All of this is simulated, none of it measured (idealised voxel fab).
Name of the process module below: voxel air gaps
Pictured: cross-section cut, 215 nm wide, on a grid of 5 nm square cells.
This document writes a cross-section as a grid whose cells are square, and gives it as bands, listed from the top down; one or more rows of cells form a band.
Look at the band entry: it leads with the top's height and the bottom's height in nm. Then it lists the materials left to right, with a width in nm for each. The word "edge to edge" on a single material says that material fills the band edge to edge. The word "air" is empty space.
Heights are measured from 0, the level below which the as-received wafer is all one material; the lowest band has no bottom and continues downward, written as in "from 0 down".
Note: "30 to 40" means the width goes from the first number (top row of the band) to the second number (bottom row) in equal steps per row of cells.
The cross-section has no changed cell in any step marked "remained the same".
If an empty space has no open way to the top and is at least 8 cells in size, "Closed empty spaces" lists it, written width x height at distance, where distance is measured from the left edge and every value is in nm.
Post-settings text on a step line: simulator's own remark regarding the step.
If you see "overlay nm" on a step's line and that step has a mask, it's telling you how far right of where it was planned the mask ended up; a negative number means it went left instead.

This section lists the process steps that were planned
- 1: RECEIVE | material Si
- 2: CONFORMAL_DEP | material SiO2 | thk nm 10
- 3: CONFORMAL_DEP | material SiN | thk nm 5
- 4: DIRECTIONAL_DEP | material SiO2 | thk nm 35
- 5: DIRECTIONAL_DEP | material aC | thk nm 10
- 6: PATTERN | tone open | mask id LINES | material resist | width nm 25 | pitch nm 55 | thk nm 25 | overlay nm -15
- 7: DIRECTIONAL_ETCH | etch materials aC | depth nm 10
- 8: STRIP | etch materials resist
- 9: DIRECTIONAL_ETCH | etch materials SiO2 | depth nm 35
- 10: STRIP | etch materials aC
- 11: CONFORMAL_DEP | material TiN | thk nm 5
- 12: FILL_DEP | material Cu | thk nm 5
- 13: CMP | height nm 50
- 14: EPI | material Ru | thk nm 10
- 15: SELECTIVE_ETCH | etch materials SiO2 | depth nm 45
- 16: CONFORMAL_DEP | material SiCN | thk nm 5
Be aware that, although all wafers share a common starting state, the overlay nm at step 6 differs among them, and the plan displays the first wafer's value.

Received wafers, first of several: cross-section after step 1
from 0 down | Si edge to edge
Closed empty spaces: none

What follows is a table in which each wafer occupies a row; for the wafer as it stands at the close of the module, the row states, material by material, how many cells have been gained (+) or lost (-) since receipt, and then gives its closed voids
overlay nm -15 | +54 Cu | +54 Ru | +121 SiCN | +43 SiN | +86 SiO2 | +51 TiN | Closed empty spaces: 20 x 25 at 55; 20 x 25 at 110
overlay nm -10 | +54 Cu | +54 Ru | +121 SiCN | +43 SiN | +86 SiO2 | +51 TiN | Closed empty spaces: 20 x 25 at 60; 20 x 25 at 115
overlay nm -5 | +54 Cu | +54 Ru | +121 SiCN | +43 SiN | +86 SiO2 | +51 TiN | Closed empty spaces: 20 x 25 at 65; 20 x 25 at 120
overlay nm 0 | +54 Cu | +54 Ru | +121 SiCN | +43 SiN | +86 SiO2 | +51 TiN | Closed empty spaces: 20 x 25 at 70; 20 x 25 at 125
overlay nm 5 | +54 Cu | +54 Ru | +121 SiCN | +43 SiN | +86 SiO2 | +51 TiN | Closed empty spaces: 20 x 25 at 75; 20 x 25 at 130
overlay nm 10 | +54 Cu | +54 Ru | +121 SiCN | +43 SiN | +86 SiO2 | +51 TiN | Closed empty spaces: 20 x 25 at 80; 20 x 25 at 135
overlay nm 15 | +54 Cu | +54 Ru | +121 SiCN | +43 SiN | +86 SiO2 | +51 TiN | Closed empty spaces: 20 x 25 at 85; 20 x 25 at 140
